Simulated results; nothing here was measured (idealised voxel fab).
Process module, titled voxel double patterning
This is section cut - it's 160 nm across, gridded in 5 nm square cells.
Heads up, the way a cross-section reads in here is a grid of square cells, handed over as bands from the top down, with every band being one or more rows of cells.
Read a band's entry like this: the first values are the height of its top and the height of its bottom in nm, and what follows is the sequence of materials from left to right, each with its width in nm. Note that "blank" is empty space, and that a single material marked "throughout" reaches across the band from edge to edge.
The level at which height equals 0 is the one under which the wafer, as it arrives, is entirely one material. No lower edge exists for the bottom band, which continues downward and is notated as in "0 down".
A two-number width, for instance "30..40", indicates that the width is equal to the first number in the top row of the band and to the second number in the bottom row, and that it changes by a constant amount per row of cells.
"nothing altered" -> step changed no cross-section cell.
The entry "Sealed-off cavities" lists the empty spaces that cover at least 8 cells and have no open path to the top. Each is written as width x height at distance, where the distance is measured from the left edge and all three values are in nm.
Heads up: the bit after the settings on a step's line is the simulator's remark on that step.
overlay nm: mask right of planned place by this much (step with mask). Neg. = left.
Process steps (planned)
step 1: RECEIVE [material Si]
step 2: CONFORMAL_DEP [material SiO2] [thk nm 10]
step 3: DIRECTIONAL_DEP [material polySi] [thk nm 15]
step 4: DIRECTIONAL_DEP [material SiN] [thk nm 10]
step 5: PATTERN [tone open] [mask id FIRST] [material resist] [width nm 15] [pitch nm 50] [thk nm 20] [overlay nm 0]
step 6: DIRECTIONAL_ETCH [etch materials SiN] [depth nm 10]
step 7: STRIP [etch materials resist]
step 8: MASKED_ETCH [tone open] [mask id SECOND] [width nm 15] [pitch nm 50] [etch materials SiN] [depth nm 10] [overlay nm 0]
step 9: DIRECTIONAL_ETCH [etch materials polySi] [depth nm 15]
step 10: STRIP [etch materials SiN]
Of two wafers, the first: run according to plan
Incoming wafer in cross-section (state: after step 1)
	0 down = Si throughout
	Sealed-off cavities: none
After step 2: wafer cross-section
	10 to 0 = SiO2 throughout
	Below 0, the layers are the same as they were.
After step 3: wafer cross-section
	25 to 10 = polySi throughout
	Below 10, the layers are the same as they were.
After step 4: wafer cross-section
	35 to 25 = SiN throughout
	Below 25, the layers are the same as they were.
After step 5: wafer cross-section
	55 to 35 = resist 20 nm; blank 15 nm; resist 35 nm; blank 15 nm; resist 35 nm; blank 15 nm; resist 25 nm
	Below 35, the layers are the same as they were.
After step 6: wafer cross-section
	55 to 35 = resist 20 nm; blank 15 nm; resist 35 nm; blank 15 nm; resist 35 nm; blank 15 nm; resist 25 nm
	35 to 25 = SiN 20 nm; blank 15 nm; SiN 35 nm; blank 15 nm; SiN 35 nm; blank 15 nm; SiN 25 nm
	Below 25, the layers are the same as they were.
After step 7: wafer cross-section
	35 to 25 = SiN 20 nm; blank 15 nm; SiN 35 nm; blank 15 nm; SiN 35 nm; blank 15 nm; SiN 25 nm
	Below 25, the layers are the same as they were.
After step 8: wafer cross-section
	35 to 25 = SiN 20 nm; blank 15 nm; SiN 10 nm; blank 15 nm; SiN 10 nm; blank 15 nm; SiN 10 nm; blank 15 nm; SiN 10 nm; blank 15 nm; SiN 25 nm
	Below 25, the layers are the same as they were.
After step 9: wafer cross-section
	35 to 25 = SiN 20 nm; blank 15 nm; SiN 10 nm; blank 15 nm; SiN 10 nm; blank 15 nm; SiN 10 nm; blank 15 nm; SiN 10 nm; blank 15 nm; SiN 25 nm
	25 to 10 = polySi 20 nm; blank 15 nm; polySi 10 nm; blank 15 nm; polySi 10 nm; blank 15 nm; polySi 10 nm; blank 15 nm; polySi 10 nm; blank 15 nm; polySi 25 nm
	Below 10, the layers are the same as they were.
After step 10: wafer cross-section
	25 to 10 = polySi 20 nm; blank 15 nm; polySi 10 nm; blank 15 nm; polySi 10 nm; blank 15 nm; polySi 10 nm; blank 15 nm; polySi 10 nm; blank 15 nm; polySi 25 nm
	Below 10, the layers are the same as they were.
Second wafer, same starting conditions and recipe as the first, one mistake in executing it, nothing differs from the first up to and including step 2
Cross-section of the second wafer when, according to plan, step 3 should have finished
	40 to 10 = polySi throughout
	Below 10, the layers are the same as they were.
Cross-section of the second wafer when, according to plan, step 4 should have finished
	50 to 40 = SiN throughout
	Below 40, the layers are the same as they were.
Cross-section of the second wafer when, according to plan, step 5 should have finished
	70 to 50 = resist 20 nm; blank 15 nm; resist 35 nm; blank 15 nm; resist 35 nm; blank 15 nm; resist 25 nm
	Below 50, the layers are the same as they were.
Cross-section of the second wafer when, according to plan, step 6 should have finished
	70 to 50 = resist 20 nm; blank 15 nm; resist 35 nm; blank 15 nm; resist 35 nm; blank 15 nm; resist 25 nm
	50 to 40 = SiN 20 nm; blank 15 nm; SiN 35 nm; blank 15 nm; SiN 35 nm; blank 15 nm; SiN 25 nm
	Below 40, the layers are the same as they were.
Cross-section of the second wafer when, according to plan, step 7 should have finished
	50 to 40 = SiN 20 nm; blank 15 nm; SiN 35 nm; blank 15 nm; SiN 35 nm; blank 15 nm; SiN 25 nm
	Below 40, the layers are the same as they were.
Cross-section of the second wafer when, according to plan, step 8 should have finished
	50 to 40 = SiN 20 nm; blank 15 nm; SiN 10 nm; blank 15 nm; SiN 10 nm; blank 15 nm; SiN 10 nm; blank 15 nm; SiN 10 nm; blank 15 nm; SiN 25 nm
	Below 40, the layers are the same as they were.
Cross-section of the second wafer when, according to plan, step 9 should have finished
	50 to 40 = SiN 20 nm; blank 15 nm; SiN 10 nm; blank 15 nm; SiN 10 nm; blank 15 nm; SiN 10 nm; blank 15 nm; SiN 10 nm; blank 15 nm; SiN 25 nm
	40 to 25 = polySi 20 nm; blank 15 nm; polySi 10 nm; blank 15 nm; polySi 10 nm; blank 15 nm; polySi 10 nm; blank 15 nm; polySi 10 nm; blank 15 nm; polySi 25 nm
	Below 25, the layers are the same as they were.
Cross-section of the second wafer when, according to plan, step 10 should have finished
	40 to 25 = polySi 20 nm; blank 15 nm; polySi 10 nm; blank 15 nm; polySi 10 nm; blank 15 nm; polySi 10 nm; blank 15 nm; polySi 10 nm; blank 15 nm; polySi 25 nm
	Below 25, the layers are the same as they were.
Error vs. plan: plan step 3 ran twice
End check, counted in cells, second wafer has more or fewer of these materials than the first: polySi +96
